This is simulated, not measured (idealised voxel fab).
Proc. module: voxel capacitor over wiring
The figure presents cross-section cut, which has a width of 230 nm and is divided into square cells with an edge length of 5 nm.
Format of a cross-section: grid, square cells. Given as bands. Order: top down. Band: one or more rows of cells.
Look at the band entry: it leads with the top's height and the bottom's height in nm. Then it lists the materials left to right, with a width in nm for each. The word "all across" on a single material says that material fills the band edge to edge. The word "blank" is empty space.
Height is counted from the level 0, under which the received wafer is composed throughout of one material. The lowest of the bands is not closed at the bottom but continues downward, in the notation "top 0, no bottom".
When a width is written as two numbers, as in "30->40", the first number is the width in the top row of cells of the band and the second is the width in its bottom row, and the width changes by the same amount from each row to the next.
Where a step carries "no change occurred", the cross-section came out of it unchanged, cell for cell.
"Sealed void inventory" contains a list of empty spaces, each no smaller than 8 cells and without an open way to the top, written in the form width x height at distance with the distance from the left edge and all three in nm.
Where a step's line continues beyond its settings, the continuation is a remark by the simulator itself on that step.
overlay nm: right-of-plan distance of the mask on a masked step; negative values mean left-of-plan.
# Process steps - plan
1) RECEIVE: material Si
2) CONFORMAL_DEP: material SiO2, thk nm 15
3) DIRECTIONAL_DEP: material TiN, thk nm 5
4) DIRECTIONAL_DEP: material Ru, thk nm 15
5) MASKED_ETCH: tone cover, mask id METAL_1, width nm 15, pitch nm 80, etch materials Ru, depth nm 15, overlay nm 0
6) MASKED_ETCH: tone cover, mask id METAL_1, width nm 25, pitch nm 80, etch materials TiN, depth nm 5, overlay nm 0
7) FILL_DEP: material SiO2, thk nm 5
8) CMP: height nm 35
9) CONFORMAL_DEP: material SiCN, thk nm 5
10) DIRECTIONAL_DEP: material SiO2, thk nm 20
11) PATTERN: tone open, mask id PLUG_1, material resist, width nm 15, thk nm 20, overlay nm 0
12) DIRECTIONAL_ETCH: etch materials SiO2, depth nm 20
13) DIRECTIONAL_ETCH: etch materials SiCN, depth nm 5
14) STRIP: etch materials resist
15) CONFORMAL_DEP: material TiN, thk nm 5
16) FILL_DEP: material Cu, thk nm 5
17) CMP: height nm 60
18) DIRECTIONAL_DEP: material TiN, thk nm 5
19) DIRECTIONAL_DEP: material SiN, thk nm 5
20) DIRECTIONAL_DEP: material TiN, thk nm 10
21) PATTERN: tone cover, mask id UPPER_PLATE, material resist, width nm 60, thk nm 20, overlay nm 0
22) DIRECTIONAL_ETCH: etch materials TiN, depth nm 10
23) DIRECTIONAL_ETCH: etch materials SiN, depth nm 5
24) STRIP: etch materials resist
25) DIRECTIONAL_DEP: material aC, thk nm 15
26) PATTERN: tone cover, mask id LOWER_PLATE, material resist, width nm 70, thk nm 30, overlay nm 0
27) DIRECTIONAL_ETCH: etch materials aC, depth nm 15
28) STRIP: etch materials resist
29) DIRECTIONAL_ETCH: etch materials TiN, depth nm 5
30) STRIP: etch materials aC
31) FILL_DEP: material SiO2, thk nm 15
32) CMP: height nm 90
33) DIRECTIONAL_DEP: material aC, thk nm 10
34) PATTERN: tone open, mask id PLUG_2, material resist, width nm 15, thk nm 30, overlay nm 0
35) DIRECTIONAL_ETCH: etch materials aC, depth nm 10
36) STRIP: etch materials resist
37) DIRECTIONAL_ETCH: etch materials SiO2, depth nm 10
38) STRIP: etch materials aC
39) CONFORMAL_DEP: material TiN, thk nm 5
40) FILL_DEP: material Ru, thk nm 5
41) CMP: height nm 90
42) CONFORMAL_DEP: material SiCN, thk nm 5
Across this set of wafers, the varied parameter is the width nm of step 5. Starting conditions are identical for every wafer, and the plan reports the value assigned to the first wafer.
# Cross-section: the first of several wafers in its as-received state, i.e. following step 1
    top 0, no bottom  Si all across
    Sealed void inventory: none
# Heads up, this table goes wafer by wafer. A row tells you, at the end of the module, how many cells of each material that wafer has put on (+) or dropped (-) since it was received, and then its closed voids
width nm 15, +4 Cu, +19 Ru, +89 SiCN, +12 SiN, +686 SiO2, +64 TiN, Sealed void inventory: none
width nm 20, +4 Cu, +25 Ru, +89 SiCN, +12 SiN, +680 SiO2, +64 TiN, Sealed void inventory: none
width nm 25, +4 Cu, +31 Ru, +89 SiCN, +12 SiN, +674 SiO2, +64 TiN, Sealed void inventory: none
width nm 30, +4 Cu, +37 Ru, +89 SiCN, +12 SiN, +666 SiO2, +66 TiN, Sealed void inventory: none
width nm 35, +4 Cu, +43 Ru, +89 SiCN, +12 SiN, +658 SiO2, +68 TiN, Sealed void inventory: none
width nm 40, +4 Cu, +49 Ru, +89 SiCN, +12 SiN, +650 SiO2, +70 TiN, Sealed void inventory: none
